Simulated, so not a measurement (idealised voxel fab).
Module name: voxel fin reveal (process module)
The figure presents cross-section cut, which has a width of 220 nm and is divided into square cells with an edge length of 5 nm.
Cross-section, as written here: a square-cell grid given band by band from the top down, where a band holds one or more rows of cells.
Read a band's entry like this: the first values are the height of its top and the height of its bottom in nm, and what follows is the sequence of materials from left to right, each with its width in nm. Note that "air" is empty space, and that a single material marked "throughout" reaches across the band from edge to edge.
Height reference: 0 = level under which incoming wafer is all one material. Lowest band: no bottom, runs on downward, e.g. "0 -> down".
It should be noted that a width expressed as "30..40" varies in equal increments from row to row of cells within the band, taking the value of the first number at the top row and that of the second number at the bottom row.
Where the words "no alteration" appear for a step, the cross-section shows no cell changed by that step; every cell remained as before.
Closed-off voids of 8+ cells (no open route to the top) go in "Tabulated closed voids", written width x height at distance from the left edge, in nm.
Text after the settings on a step's line: the simulator's own remark on that step.
overlay nm: mask right of planned place by this much (step with mask). Neg. = left.
Below you will find pairs of cross-sections. In each, one shows the wafer before one process step and the other after it, with the after view ending at the lowest band that changed. Under each pair is the step separating them, along with its settings. Do not assume the pairs form a chain: they can come from different runs of this module on the same starting wafer, and a pair continues from the pair above it only when its "Before step" entry says so.

Before step
	0 -> down | Si throughout
	Tabulated closed voids: none

Post-Process View
	10 -> 0 | SiN throughout
	Everything under 0 stays put, no change at all.
	Tabulated closed voids: none
Step between the pre-process and post-process cross-sections given above: CONFORMAL_DEP, material SiN, thk nm 10

Before step: we pick up right where the pair above leaves off, with its after cross-section.

Post-Process View
	10 -> 0 | air (80), then SiN (15), then air (30), then SiN (15), then air (80)
	Everything under 0 stays put, no change at all.
	Tabulated closed voids: none
Step between the pre-process and post-process cross-sections given above: MASKED_ETCH, tone cover, mask id FINS, width nm 15, pitch nm 45, etch materials SiN, depth nm 10, overlay nm 0

Before step: we pick up right where the pair above leaves off, with its after cross-section.

Post-Process View
	10 -> 0 | air (80), then SiN (15), then air (30), then SiN (15), then air (80)
	0 -> -35 | air (80), then Si (15), then air (30), then Si (15), then air (80)
	Everything under -35 stays put, no change at all.
	Tabulated closed voids: none
Step between the pre-process and post-process cross-sections given above: MASKED_ETCH, tone cover, mask id FINS, width nm 15, pitch nm 45, etch materials Si, depth nm 35, overlay nm 0

Before step: we pick up right where the pair above leaves off, with its after cross-section.

Post-Process View
	10 -> 0 | air (80), then SiN (15), then air (30), then SiN (15), then air (80)
	0 -> -35 | air (80), then SiO2 (5), then Si (5), then SiO2 (5), then air (30), then SiO2 (5), then Si (5), then SiO2 (5), then air (80)
	-35 -> -40 | SiO2 (85), then Si (5), then SiO2 (40), then Si (5), then SiO2 (85)
	Everything under -40 stays put, no change at all.
	Tabulated closed voids: none
Step between the pre-process and post-process cross-sections given above: OXIDIZE, depth nm 5

Before step: we pick up right where the pair above leaves off, with its after cross-section.

Post-Process View
	20 -> 10 | SiO2 throughout
	10 -> 0 | SiO2 (80), then SiN (15), then SiO2 (30), then SiN (15), then SiO2 (80)
	0 -> -40 | SiO2 (85), then Si (5), then SiO2 (40), then Si (5), then SiO2 (85)
	Everything under -40 stays put, no change at all.
	Tabulated closed voids: none
Step between the pre-process and post-process cross-sections given above: FILL_DEP, material SiO2, thk nm 10

Before step: we pick up right where the pair above leaves off, with its after cross-section.

Post-Process View
	10 -> 0 | SiO2 (80), then SiN (15), then SiO2 (30), then SiN (15), then SiO2 (80)
	Everything under 0 stays put, no change at all.
	Tabulated closed voids: none
Step between the pre-process and post-process cross-sections given above: CMP, height nm 10

Before step: we pick up right where the pair above leaves off, with its after cross-section.

Post-Process View
	10 -> 0 | air (80), then SiN (15), then air (30), then SiN (15), then air (80)
	0 -> -25 | air (85), then Si (5), then air (40), then Si (5), then air (85)
	Everything under -25 stays put, no change at all.
	Tabulated closed voids: none
Step between the pre-process and post-process cross-sections given above: SELECTIVE_ETCH, etch materials SiO2, depth nm 35

Before step: we pick up right where the pair above leaves off, with its after cross-section.

Post-Process View
	0 -> -25 | air (85), then Si (5), then air (40), then Si (5), then air (85)
	Everything under -25 stays put, no change at all.
	Tabulated closed voids: none
Step between the pre-process and post-process cross-sections given above: STRIP, etch materials SiN

Before step
	10 -> 0 | air (80), then SiN (15), then air (30), then SiN (15), then air (80)
	0 -> -25 | air (85), then Si (5), then air (40), then Si (5), then air (85)
	-25 -> -40 | SiO2 (85), then Si (5), then SiO2 (40), then Si (5), then SiO2 (85)
	-40 -> down | Si throughout
	Tabulated closed voids: none

Post-Process View
	10 -> 0 | air (80), then SiN (15), then air (30), then SiN (15), then air (80)
	0 -> -40 | air (85), then Si (5), then air (40), then Si (5), then air (85)
	Everything under -40 stays put, no change at all.
	Tabulated closed voids: none
Step between the pre-process and post-process cross-sections given above: SELECTIVE_ETCH, etch materials SiO2, depth nm 35

Before step: we pick up right where the pair above leaves off, with its after cross-section.

Post-Process View
	0 -> -40 | air (85), then Si (5), then air (40), then Si (5), then air (85)
	Everything under -40 stays put, no change at all.
	Tabulated closed voids: none
Step between the pre-process and post-process cross-sections given above: STRIP, etch materials SiN

Before step
	10 -> 0 | SiO2 (80), then SiN (15), then SiO2 (30), then SiN (15), then SiO2 (80)
	0 -> -40 | SiO2 (85), then Si (5), then SiO2 (40), then Si (5), then SiO2 (85)
	-40 -> down | Si throughout
	Tabulated closed voids: none

Post-Process View
	10 -> 0 | SiO2 (80), then air (15), then SiO2 (30), then air (15), then SiO2 (80)
	Everything under 0 stays put, no change at all.
	Tabulated closed voids: none
Step between the pre-process and post-process cross-sections given above: STRIP, etch materials SiN

Before step: we pick up right where the pair above leaves off, with its after cross-section.

Post-Process View
	0 -> -25 | air (85), then Si (5), then air (40), then Si (5), then air (85)
	-25 -> -35 | SiO2 (45), then air (40), then Si (5), then air (40), then Si (5), then air (40), then SiO2 (45)
	Everything under -35 stays put, no change at all.
	Tabulated closed voids: none
Step between the pre-process and post-process cross-sections given above: SELECTIVE_ETCH, etch materials SiO2, depth nm 35

Before step
	10 -> 0 | air (80), then SiN (15), then air (30), then SiN (15), then air (80)
	0 -> down | Si throughout
	Tabulated closed voids: none

Post-Process View
	10 -> 0 | air (80), then SiN (15), then air (30), then SiN (15), then air (80)
	0 -> -45 | air (80), then Si (15), then air (30), then Si (15), then air (80)
	Everything under -45 stays put, no change at all.
	Tabulated closed voids: none
Step between the pre-process and post-process cross-sections given above: MASKED_ETCH, tone cover, mask id FINS, width nm 15, pitch nm 45, etch materials Si, depth nm 45, overlay nm 0

Before step: we pick up right where the pair above leaves off, with its after cross-section.

Post-Process View
	10 -> 0 | air (80), then SiN (15), then air (30), then SiN (15), then air (80)
	0 -> -45 | air (80), then SiO2 (5), then Si (5), then SiO2 (5), then air (30), then SiO2 (5), then Si (5), then SiO2 (5), then air (80)
	-45 -> -50 | SiO2 (85), then Si (5), then SiO2 (40), then Si (5), then SiO2 (85)
	Everything under -50 stays put, no change at all.
	Tabulated closed voids: none
Step between the pre-process and post-process cross-sections given above: OXIDIZE, depth nm 5

Before step: we pick up right where the pair above leaves off, with its after cross-section.

Post-Process View
	20 -> 10 | SiO2 throughout
	10 -> 0 | SiO2 (80), then SiN (15), then SiO2 (30), then SiN (15), then SiO2 (80)
	0 -> -50 | SiO2 (85), then Si (5), then SiO2 (40), then Si (5), then SiO2 (85)
	Everything under -50 stays put, no change at all.
	Tabulated closed voids: none
Step between the pre-process and post-process cross-sections given above: FILL_DEP, material SiO2, thk nm 10

Before step: we pick up right where the pair above leaves off, with its after cross-section.

Post-Process View
	10 -> 0 | SiO2 (80), then SiN (15), then SiO2 (30), then SiN (15), then SiO2 (80)
	Everything under 0 stays put, no change at all.
	Tabulated closed voids: none
Step between the pre-process and post-process cross-sections given above: CMP, height nm 10

Before step: we pick up right where the pair above leaves off, with its after cross-section.

Post-Process View
	10 -> 0 | air (80), then SiN (15), then air (30), then SiN (15), then air (80)
	0 -> -25 | air (85), then Si (5), then air (40), then Si (5), then air (85)
	Everything under -25 stays put, no change at all.
	Tabulated closed voids: none
Step between the pre-process and post-process cross-sections given above: SELECTIVE_ETCH, etch materials SiO2, depth nm 35

Before step: we pick up right where the pair above leaves off, with its after cross-section.

Post-Process View
	0 -> -25 | air (85), then Si (5), then air (40), then Si (5), then air (85)
	Everything under -25 stays put, no change at all.
	Tabulated closed voids: none
Step between the pre-process and post-process cross-sections given above: STRIP, etch materials SiN

Before step
	10 -> 0 | SiN throughout
	0 -> down | Si throughout
	Tabulated closed voids: none

Post-Process View
	10 -> 0 | air (80), then SiN (20), then air (25), then SiN (20), then air (75)
	Everything under 0 stays put, no change at all.
	Tabulated closed voids: none
Step between the pre-process and post-process cross-sections given above: MASKED_ETCH, tone cover, mask id FINS, width nm 20, pitch nm 45, etch materials SiN, depth nm 10, overlay nm 0

Before step: we pick up right where the pair above leaves off, with its after cross-section.

Post-Process View
	10 -> 0 | air (80), then SiN (20), then air (25), then SiN (20), then air (75)
	0 -> -35 | air (80), then Si (20), then air (25), then Si (20), then air (75)
	Everything under -35 stays put, no change at all.
	Tabulated closed voids: none
Step between the pre-process and post-process cross-sections given above: MASKED_ETCH, tone cover, mask id FINS, width nm 15, pitch nm 45, etch materials Si, depth nm 35, overlay nm 0

Before step: we pick up right where the pair above leaves off, with its after cross-section.

Post-Process View
	10 -> 0 | air (80), then SiN (20), then air (25), then SiN (20), then air (75)
	0 -> -35 | air (80), then SiO2 (5), then Si (10), then SiO2 (5), then air (25), then SiO2 (5), then Si (10), then SiO2 (5), then air (75)
	-35 -> -40 | SiO2 (85), then Si (10), then SiO2 (35), then Si (10), then SiO2 (80)
	Everything under -40 stays put, no change at all.
	Tabulated closed voids: none
Step between the pre-process and post-process cross-sections given above: OXIDIZE, depth nm 5

Before step: we pick up right where the pair above leaves off, with its after cross-section.

Post-Process View
	20 -> 10 | SiO2 throughout
	10 -> 0 | SiO2 (80), then SiN (20), then SiO2 (25), then SiN (20), then SiO2 (75)
	0 -> -40 | SiO2 (85), then Si (10), then SiO2 (35), then Si (10), then SiO2 (80)
	Everything under -40 stays put, no change at all.
	Tabulated closed voids: none
Step between the pre-process and post-process cross-sections given above: FILL_DEP, material SiO2, thk nm 10

Before step: we pick up right where the pair above leaves off, with its after cross-section.

Post-Process View
	10 -> 0 | SiO2 (80), then SiN (20), then SiO2 (25), then SiN (20), then SiO2 (75)
	Everything under 0 stays put, no change at all.
	Tabulated closed voids: none
Step between the pre-process and post-process cross-sections given above: CMP, height nm 10

Before step: we pick up right where the pair above leaves off, with its after cross-section.

Post-Process View
	10 -> 0 | air (80), then SiN (20), then air (25), then SiN (20), then air (75)
	0 -> -25 | air (85), then Si (10), then air (35), then Si (10), then air (80)
	Everything under -25 stays put, no change at all.
	Tabulated closed voids: none
Step between the pre-process and post-process cross-sections given above: SELECTIVE_ETCH, etch materials SiO2, depth nm 35

Before step: we pick up right where the pair above leaves off, with its after cross-section.

Post-Process View
	0 -> -25 | air (85), then Si (10), then air (35), then Si (10), then air (80)
	Everything under -25 stays put, no change at all.
	Tabulated closed voids: none
Step between the pre-process and post-process cross-sections given above: STRIP, etch materials SiN

Before step
	10 -> 0 | SiN throughout
	0 -> down | Si throughout
	Tabulated closed voids: none

Post-Process View
	10 -> 0 | air (85), then SiN (15), then air (30), then SiN (15), then air (75)
	Everything under 0 stays put, no change at all.
	Tabulated closed voids: none
Step between the pre-process and post-process cross-sections given above: MASKED_ETCH, tone cover, mask id FINS, width nm 15, pitch nm 45, etch materials SiN, depth nm 10, overlay nm 5

Before step: we pick up right where the pair above leaves off, with its after cross-section.

Post-Process View
	10 -> 0 | air (85), then SiN (15), then air (30), then SiN (15), then air (75)
	0 -> -35 | air (80), then Si (20), then air (25), then Si (20), then air (75)
	Everything under -35 stays put, no change at all.
	Tabulated closed voids: none
Step between the pre-process and post-process cross-sections given above: MASKED_ETCH, tone cover, mask id FINS, width nm 15, pitch nm 45, etch materials Si, depth nm 35, overlay nm 0

Before step: we pick up right where the pair above leaves off, with its after cross-section.

Post-Process View
	10 -> 0 | air (85), then SiN (15), then air (30), then SiN (15), then air (75)
	0 -> -5 | air (80), then SiO2 (10), then Si (5), then SiO2 (5), then air (25), then SiO2 (10), then Si (5), then SiO2 (5), then air (75)
	-5 -> -35 | air (80), then SiO2 (5), then Si (10), then SiO2 (5), then air (25), then SiO2 (5), then Si (10), then SiO2 (5), then air (75)
	-35 -> -40 | SiO2 (85), then Si (10), then SiO2 (35), then Si (10), then SiO2 (80)
	Everything under -40 stays put, no change at all.
	Tabulated closed voids: none
Step between the pre-process and post-process cross-sections given above: OXIDIZE, depth nm 5

Before step: we pick up right where the pair above leaves off, with its after cross-section.

Post-Process View
	20 -> 10 | SiO2 throughout
	10 -> 0 | SiO2 (85), then SiN (15), then SiO2 (30), then SiN (15), then SiO2 (75)
	0 -> -5 | SiO2 (90), then Si (5), then SiO2 (40), then Si (5), then SiO2 (80)
	-5 -> -40 | SiO2 (85), then Si (10), then SiO2 (35), then Si (10), then SiO2 (80)
	Everything under -40 stays put, no change at all.
	Tabulated closed voids: none
Step between the pre-process and post-process cross-sections given above: FILL_DEP, material SiO2, thk nm 10

Before step: we pick up right where the pair above leaves off, with its after cross-section.

Post-Process View
	10 -> 0 | SiO2 (85), then SiN (15), then SiO2 (30), then SiN (15), then SiO2 (75)
	Everything under 0 stays put, no change at all.
	Tabulated closed voids: none
Step between the pre-process and post-process cross-sections given above: CMP, height nm 10

Before step: we pick up right where the pair above leaves off, with its after cross-section.

Post-Process View
	10 -> 0 | air (85), then SiN (15), then air (30), then SiN (15), then air (75)
	0 -> -5 | air (90), then Si (5), then air (40), then Si (5), then air (80)
	-5 -> -25 | air (85), then Si (10), then air (35), then Si (10), then air (80)
	Everything under -25 stays put, no change at all.
	Tabulated closed voids: none
Step between the pre-process and post-process cross-sections given above: SELECTIVE_ETCH, etch materials SiO2, depth nm 35

Before step: we pick up right where the pair above leaves off, with its after cross-section.

Post-Process View
	0 -> -5 | air (90), then Si (5), then air (40), then Si (5), then air (80)
	Everything under -5 stays put, no change at all.
	Tabulated closed voids: none
Step between the pre-process and post-process cross-sections given above: STRIP, etch materials SiN

Before step
	10 -> 0 | air (80), then SiN (15), then air (30), then SiN (15), then air (80)
	0 -> -25 | air (85), then Si (5), then air (40), then Si (5), then air (85)
	-25 -> -40 | SiO2 (85), then Si (5), then SiO2 (40), then Si (5), then SiO2 (85)
	-40 -> down | Si throughout
	Tabulated closed voids: none

Post-Process View
	10 -> 0 | air (80), then SiN (15), then air (30), then SiN (15), then air (80)
	0 -> -40 | air (85), then Si (5), then air (40), then Si (5), then air (85)
	Everything under -40 stays put, no change at all.
	Tabulated closed voids: none
Step between the pre-process and post-process cross-sections given above: STRIP, etch materials SiO2

Before step
	10 -> 0 | SiN throughout
	0 -> down | Si throughout
	Tabulated closed voids: none

Post-Process View
	10 -> 0 | SiN (80), then air (15), then SiN (30), then air (15), then SiN (80)
	Everything under 0 stays put, no change at all.
	Tabulated closed voids: none
Step between the pre-process and post-process cross-sections given above: MASKED_ETCH, tone open, mask id FINS, width nm 15, pitch nm 45, etch materials SiN, depth nm 10, overlay nm 0

Before step: we pick up right where the pair above leaves off, with its after cross-section.

Post-Process View
	10 -> 0 | SiN (80), then air (15), then SiN (30), then air (15), then SiN (80)
	0 -> -5 | Si (75), then SiO2 (25), then Si (20), then SiO2 (25), then Si (75)
	Everything under -5 stays put, no change at all.
	Tabulated closed voids: none
Step between the pre-process and post-process cross-sections given above: OXIDIZE, depth nm 5

Before step: we pick up right where the pair above leaves off, with its after cross-section.

Post-Process View
	20 -> 10 | SiO2 throughout
	10 -> 0 | SiN (80), then SiO2 (15), then SiN (30), then SiO2 (15), then SiN (80)
	Everything under 0 stays put, no change at all.
	Tabulated closed voids: none
Step between the pre-process and post-process cross-sections given above: FILL_DEP, material SiO2, thk nm 10

Before step: we pick up right where the pair above leaves off, with its after cross-section.

Post-Process View
	10 -> 0 | SiN (80), then SiO2 (15), then SiN (30), then SiO2 (15), then SiN (80)
	Everything under 0 stays put, no change at all.
	Tabulated closed voids: none
Step between the pre-process and post-process cross-sections given above: CMP, height nm 10

Before step: we pick up right where the pair above leaves off, with its after cross-section.

Post-Process View
	10 -> 0 | SiN (80), then air (15), then SiN (30), then air (15), then SiN (80)
	0 -> -5 | Si (75), then air (25), then Si (20), then air (25), then Si (75)
	Everything under -5 stays put, no change at all.
	Tabulated closed voids: none
Step between the pre-process and post-process cross-sections given above: SELECTIVE_ETCH, etch materials SiO2, depth nm 35

Before step: we pick up right where the pair above leaves off, with its after cross-section.

Post-Process View
	0 -> -5 | Si (75), then air (25), then Si (20), then air (25), then Si (75)
	Everything under -5 stays put, no change at all.
	Tabulated closed voids: none
Step between the pre-process and post-process cross-sections given above: STRIP, etch materials SiN
